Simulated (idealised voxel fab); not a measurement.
Herein follows the process module entitled voxel self aligned contacts.
300 nm wide, 5 nm square cells: that's cross-section cut.
Throughout this document, each cross-section is represented as a grid of square cells and is presented as a sequence of bands enumerated from the top downward, where a band comprises one or more rows of cells. Look at the band entry: it leads with the top's height and the bottom's height in nm. Then it lists the materials left to right, with a width in nm for each. The word "all across" on a single material says that material fills the band edge to edge. The word "blank" is empty space. Note: height 0 marks the level under which the wafer is uniformly one material as received. Lowest band unbounded below, written "0 nm and below". The width entry "30..40" should be interpreted row by row: the top row of cells in the band takes the first number, the bottom row takes the second number, and the change between adjacent rows is uniform throughout. Take "remained unchanged" at face value: in the step it is given for, the cross-section changed in none of its cells. "Closed void catalog": empty spaces of 8 cells or more with no open way to the top, each given as width x height at distance, distance from the left edge, all in nm. Past the settings on a step's line: simulator remark, on that step. "overlay nm" denotes, for a step that has a mask, the displacement of the mask to the right of its planned place, with negative values corresponding to the left.
**Here's what the planned process steps look like**
1,op RECEIVE | material Si
2,op OXIDIZE | depth nm 5
3,op DIRECTIONAL_DEP | material polySi | thk nm 20
4,op DIRECTIONAL_DEP | material SiN | thk nm 15
5,op PATTERN | tone cover | mask id GATE | material resist | width nm 35 | pitch nm 60 | thk nm 20 | overlay nm 0
6,op DIRECTIONAL_ETCH | etch materials SiN | depth nm 15
7,op DIRECTIONAL_ETCH | etch materials polySi | depth nm 20
8,op STRIP | etch materials resist
9,op CONFORMAL_DEP | material SiN | thk nm 5
10,op DIRECTIONAL_ETCH | etch materials SiN | depth nm 5
11,op FILL_DEP | material SiO2 | thk nm 15
12,op CMP | height nm 45
13,op PATTERN | tone open | mask id CONTACT | material resist | width nm 35 | thk nm 15 | overlay nm 0
14,op DIRECTIONAL_ETCH | etch materials SiO2 | depth nm 50
15,op STRIP | etch materials resist
16,op CONFORMAL_DEP | material TiN | thk nm 5
17,op FILL_DEP | material Ru | thk nm 10
18,op CMP | height nm 45
19,op CONFORMAL_DEP | material SiN | thk nm 5
**Wafer, first of two, run as planned**
**Wafer at receipt (post step 1), cross-section**
> 0 nm and below | Si all across
> Closed void catalog: none
**Sectional view: wafer, after step 2**
> 0 nm to -5 nm | SiO2 all across
> Anything lower than -5 is untouched.
**Sectional view: wafer, after step 3**
> 20 nm to 0 nm | polySi all across
> Anything lower than 0 is untouched.
**Sectional view: wafer, after step 4**
> 35 nm to 20 nm | SiN all across
> Anything lower than 20 is untouched.
**Sectional view: wafer, after step 5**
> 55 nm to 35 nm | blank 100 nm, then resist 35 nm, then blank 25 nm, then resist 35 nm, then blank 105 nm
> Anything lower than 35 is untouched.
**Sectional view: wafer, after step 6**
> 55 nm to 35 nm | blank 100 nm, then resist 35 nm, then blank 25 nm, then resist 35 nm, then blank 105 nm
> 35 nm to 20 nm | blank 100 nm, then SiN 35 nm, then blank 25 nm, then SiN 35 nm, then blank 105 nm
> Anything lower than 20 is untouched.
**Sectional view: wafer, after step 7**
> 55 nm to 35 nm | blank 100 nm, then resist 35 nm, then blank 25 nm, then resist 35 nm, then blank 105 nm
> 35 nm to 20 nm | blank 100 nm, then SiN 35 nm, then blank 25 nm, then SiN 35 nm, then blank 105 nm
> 20 nm to 0 nm | blank 100 nm, then polySi 35 nm, then blank 25 nm, then polySi 35 nm, then blank 105 nm
> Anything lower than 0 is untouched.
**Sectional view: wafer, after step 8**
> 35 nm to 20 nm | blank 100 nm, then SiN 35 nm, then blank 25 nm, then SiN 35 nm, then blank 105 nm
> Anything lower than 20 is untouched.
**Sectional view: wafer, after step 9**
> 40 nm to 20 nm | blank 95 nm, then SiN 45 nm, then blank 15 nm, then SiN 45 nm, then blank 100 nm
> 20 nm to 5 nm | blank 95 nm, then SiN 5 nm, then polySi 35 nm, then SiN 5 nm, then blank 15 nm, then SiN 5 nm, then polySi 35 nm, then SiN 5 nm, then blank 100 nm
> 5 nm to 0 nm | SiN 100 nm, then polySi 35 nm, then SiN 25 nm, then polySi 35 nm, then SiN 105 nm
> Anything lower than 0 is untouched.
**Sectional view: wafer, after step 10**
> 35 nm to 20 nm | blank 95 nm, then SiN 45 nm, then blank 15 nm, then SiN 45 nm, then blank 100 nm
> 20 nm to 0 nm | blank 95 nm, then SiN 5 nm, then polySi 35 nm, then SiN 5 nm, then blank 15 nm, then SiN 5 nm, then polySi 35 nm, then SiN 5 nm, then blank 100 nm
> Anything lower than 0 is untouched.
**Sectional view: wafer, after step 11**
> 50 nm to 35 nm | SiO2 all across
> 35 nm to 20 nm | SiO2 95 nm, then SiN 45 nm, then SiO2 15 nm, then SiN 45 nm, then SiO2 100 nm
> 20 nm to 0 nm | SiO2 95 nm, then SiN 5 nm, then polySi 35 nm, then SiN 5 nm, then SiO2 15 nm, then SiN 5 nm, then polySi 35 nm, then SiN 5 nm, then SiO2 100 nm
> Anything lower than 0 is untouched.
**Sectional view: wafer, after step 12**
> 45 nm to 35 nm | SiO2 all across
> Anything lower than 35 is untouched.
**Sectional view: wafer, after step 13**
> 60 nm to 45 nm | resist 130 nm, then blank 35 nm, then resist 135 nm
> Anything lower than 45 is untouched.
**Sectional view: wafer, after step 14**
> 60 nm to 45 nm | resist 130 nm, then blank 35 nm, then resist 135 nm
> 45 nm to 35 nm | SiO2 130 nm, then blank 35 nm, then SiO2 135 nm
> 35 nm to 20 nm | SiO2 95 nm, then SiN 45 nm, then blank 15 nm, then SiN 45 nm, then SiO2 100 nm
> 20 nm to 0 nm | SiO2 95 nm, then SiN 5 nm, then polySi 35 nm, then SiN 5 nm, then blank 15 nm, then SiN 5 nm, then polySi 35 nm, then SiN 5 nm, then SiO2 100 nm
> 0 nm to -5 nm | SiO2 140 nm, then blank 15 nm, then SiO2 145 nm
> Anything lower than -5 is untouched.
**Sectional view: wafer, after step 15**
> 45 nm to 35 nm | SiO2 130 nm, then blank 35 nm, then SiO2 135 nm
> Anything lower than 35 is untouched.
**Sectional view: wafer, after step 16**
> 50 nm to 45 nm | TiN 135 nm, then blank 25 nm, then TiN 140 nm
> 45 nm to 35 nm | SiO2 130 nm, then TiN 5..15 nm, then blank 25..5 nm, then TiN 5..15 nm, then SiO2 135 nm
> 35 nm to 20 nm | SiO2 95 nm, then SiN 45 nm, then TiN 5 nm, then blank 5 nm, then TiN 5 nm, then SiN 45 nm, then SiO2 100 nm
> 20 nm to 0 nm | SiO2 95 nm, then SiN 5 nm, then polySi 35 nm, then SiN 5 nm, then TiN 5 nm, then blank 5 nm, then TiN 5 nm, then SiN 5 nm, then polySi 35 nm, then SiN 5 nm, then SiO2 100 nm
> 0 nm to -5 nm | SiO2 140 nm, then TiN 15 nm, then SiO2 145 nm
> Anything lower than -5 is untouched.
**Sectional view: wafer, after step 17**
> 60 nm to 50 nm | Ru all across
> 50 nm to 45 nm | TiN 135 nm, then Ru 25 nm, then TiN 140 nm
> 45 nm to 35 nm | SiO2 130 nm, then TiN 5..15 nm, then Ru 25..5 nm, then TiN 5..15 nm, then SiO2 135 nm
> 35 nm to 20 nm | SiO2 95 nm, then SiN 45 nm, then TiN 5 nm, then Ru 5 nm, then TiN 5 nm, then SiN 45 nm, then SiO2 100 nm
> 20 nm to 0 nm | SiO2 95 nm, then SiN 5 nm, then polySi 35 nm, then SiN 5 nm, then TiN 5 nm, then Ru 5 nm, then TiN 5 nm, then SiN 5 nm, then polySi 35 nm, then SiN 5 nm, then SiO2 100 nm
> Anything lower than 0 is untouched.
**Sectional view: wafer, after step 18**
> 45 nm to 35 nm | SiO2 130 nm, then TiN 5..15 nm, then Ru 25..5 nm, then TiN 5..15 nm, then SiO2 135 nm
> Anything lower than 35 is untouched.
**Sectional view: wafer, after step 19**
> 50 nm to 45 nm | SiN all across
> Anything lower than 45 is untouched.
**Regarding the second of the two wafers: it shared the first wafer's starting condition and process plan, yet one error occurred during its execution. Its history coincides with that of the first wafer up to and including step 2**
**Cross-sectional view of the second wafer at the intended end time of process step 3**
> 40 nm to 0 nm | polySi all across
> Anything lower than 0 is untouched.
**Cross-sectional view of the second wafer at the intended end time of process step 4**
> 55 nm to 40 nm | SiN all across
> Anything lower than 40 is untouched.
**Cross-sectional view of the second wafer at the intended end time of process step 5**
> 75 nm to 55 nm | blank 100 nm, then resist 35 nm, then blank 25 nm, then resist 35 nm, then blank 105 nm
> Anything lower than 55 is untouched.
**Cross-sectional view of the second wafer at the intended end time of process step 6**
> 75 nm to 55 nm | blank 100 nm, then resist 35 nm, then blank 25 nm, then resist 35 nm, then blank 105 nm
> 55 nm to 40 nm | blank 100 nm, then SiN 35 nm, then blank 25 nm, then SiN 35 nm, then blank 105 nm
> Anything lower than 40 is untouched.
**Cross-sectional view of the second wafer at the intended end time of process step 7**
> 75 nm to 55 nm | blank 100 nm, then resist 35 nm, then blank 25 nm, then resist 35 nm, then blank 105 nm
> 55 nm to 40 nm | blank 100 nm, then SiN 35 nm, then blank 25 nm, then SiN 35 nm, then blank 105 nm
> 40 nm to 20 nm | blank 100 nm, then polySi 35 nm, then blank 25 nm, then polySi 35 nm, then blank 105 nm
> Anything lower than 20 is untouched.
**Cross-sectional view of the second wafer at the intended end time of process step 8**
> 55 nm to 40 nm | blank 100 nm, then SiN 35 nm, then blank 25 nm, then SiN 35 nm, then blank 105 nm
> Anything lower than 40 is untouched.
**Cross-sectional view of the second wafer at the intended end time of process step 9**
> 60 nm to 40 nm | blank 95 nm, then SiN 45 nm, then blank 15 nm, then SiN 45 nm, then blank 100 nm
> 40 nm to 25 nm | blank 95 nm, then SiN 5 nm, then polySi 35 nm, then SiN 5 nm, then blank 15 nm, then SiN 5 nm, then polySi 35 nm, then SiN 5 nm, then blank 100 nm
> 25 nm to 20 nm | SiN 100 nm, then polySi 35 nm, then SiN 25 nm, then polySi 35 nm, then SiN 105 nm
> Anything lower than 20 is untouched.
**Cross-sectional view of the second wafer at the intended end time of process step 10**
> 55 nm to 40 nm | blank 95 nm, then SiN 45 nm, then blank 15 nm, then SiN 45 nm, then blank 100 nm
> 40 nm to 20 nm | blank 95 nm, then SiN 5 nm, then polySi 35 nm, then SiN 5 nm, then blank 15 nm, then SiN 5 nm, then polySi 35 nm, then SiN 5 nm, then blank 100 nm
> Anything lower than 20 is untouched.
**Cross-sectional view of the second wafer at the intended end time of process step 11**
> 70 nm to 55 nm | SiO2 all across
> 55 nm to 40 nm | SiO2 95 nm, then SiN 45 nm, then SiO2 15 nm, then SiN 45 nm, then SiO2 100 nm
> 40 nm to 20 nm | SiO2 95 nm, then SiN 5 nm, then polySi 35 nm, then SiN 5 nm, then SiO2 15 nm, then SiN 5 nm, then polySi 35 nm, then SiN 5 nm, then SiO2 100 nm
> Anything lower than 20 is untouched.
**Cross-sectional view of the second wafer at the intended end time of process step 12**
> 45 nm to 40 nm | SiO2 95 nm, then SiN 45 nm, then SiO2 15 nm, then SiN 45 nm, then SiO2 100 nm
> Anything lower than 40 is untouched.
**Cross-sectional view of the second wafer at the intended end time of process step 13**
> 60 nm to 45 nm | resist 130 nm, then blank 35 nm, then resist 135 nm
> Anything lower than 45 is untouched.
**Cross-sectional view of the second wafer at the intended end time of process step 14**
> 60 nm to 45 nm | resist 130 nm, then blank 35 nm, then resist 135 nm
> 45 nm to 40 nm | SiO2 95 nm, then SiN 45 nm, then blank 15 nm, then SiN 45 nm, then SiO2 100 nm
> 40 nm to 20 nm | SiO2 95 nm, then SiN 5 nm, then polySi 35 nm, then SiN 5 nm, then blank 15 nm, then SiN 5 nm, then polySi 35 nm, then SiN 5 nm, then SiO2 100 nm
> Anything lower than 20 is untouched.
**Cross-sectional view of the second wafer at the intended end time of process step 15**
> 45 nm to 40 nm | SiO2 95 nm, then SiN 45 nm, then blank 15 nm, then SiN 45 nm, then SiO2 100 nm
> Anything lower than 40 is untouched.
**Cross-sectional view of the second wafer at the intended end time of process step 16**
> 50 nm to 45 nm | TiN 145 nm, then blank 5 nm, then TiN 150 nm
> 45 nm to 40 nm | SiO2 95 nm, then SiN 45 nm, then TiN 5 nm, then blank 5 nm, then TiN 5 nm, then SiN 45 nm, then SiO2 100 nm
> 40 nm to 25 nm | SiO2 95 nm, then SiN 5 nm, then polySi 35 nm, then SiN 5 nm, then TiN 5 nm, then blank 5 nm, then TiN 5 nm, then SiN 5 nm, then polySi 35 nm, then SiN 5 nm, then SiO2 100 nm
> 25 nm to 20 nm | SiO2 95 nm, then SiN 5 nm, then polySi 35 nm, then SiN 5 nm, then TiN 15 nm, then SiN 5 nm, then polySi 35 nm, then SiN 5 nm, then SiO2 100 nm
> Anything lower than 20 is untouched.
**Cross-sectional view of the second wafer at the intended end time of process step 17**
> 60 nm to 50 nm | Ru all across
> 50 nm to 45 nm | TiN 145 nm, then Ru 5 nm, then TiN 150 nm
> 45 nm to 40 nm | SiO2 95 nm, then SiN 45 nm, then TiN 5 nm, then Ru 5 nm, then TiN 5 nm, then SiN 45 nm, then SiO2 100 nm
> 40 nm to 25 nm | SiO2 95 nm, then SiN 5 nm, then polySi 35 nm, then SiN 5 nm, then TiN 5 nm, then Ru 5 nm, then TiN 5 nm, then SiN 5 nm, then polySi 35 nm, then SiN 5 nm, then SiO2 100 nm
> Anything lower than 25 is untouched.
**Cross-sectional view of the second wafer at the intended end time of process step 18**
> 45 nm to 40 nm | SiO2 95 nm, then SiN 45 nm, then TiN 5 nm, then Ru 5 nm, then TiN 5 nm, then SiN 45 nm, then SiO2 100 nm
> Anything lower than 40 is untouched.
**Cross-sectional view of the second wafer at the intended end time of process step 19**
> 50 nm to 45 nm | SiN all across
> Anything lower than 45 is untouched.
Nonconformance to the process plan: twice over, step 3 of the plan was run
Wafer comparison, final, in cells, second relative to first, materials more or fewer: -9 Ru; -36 SiN; -181 SiO2; -14 TiN; +240 polySi
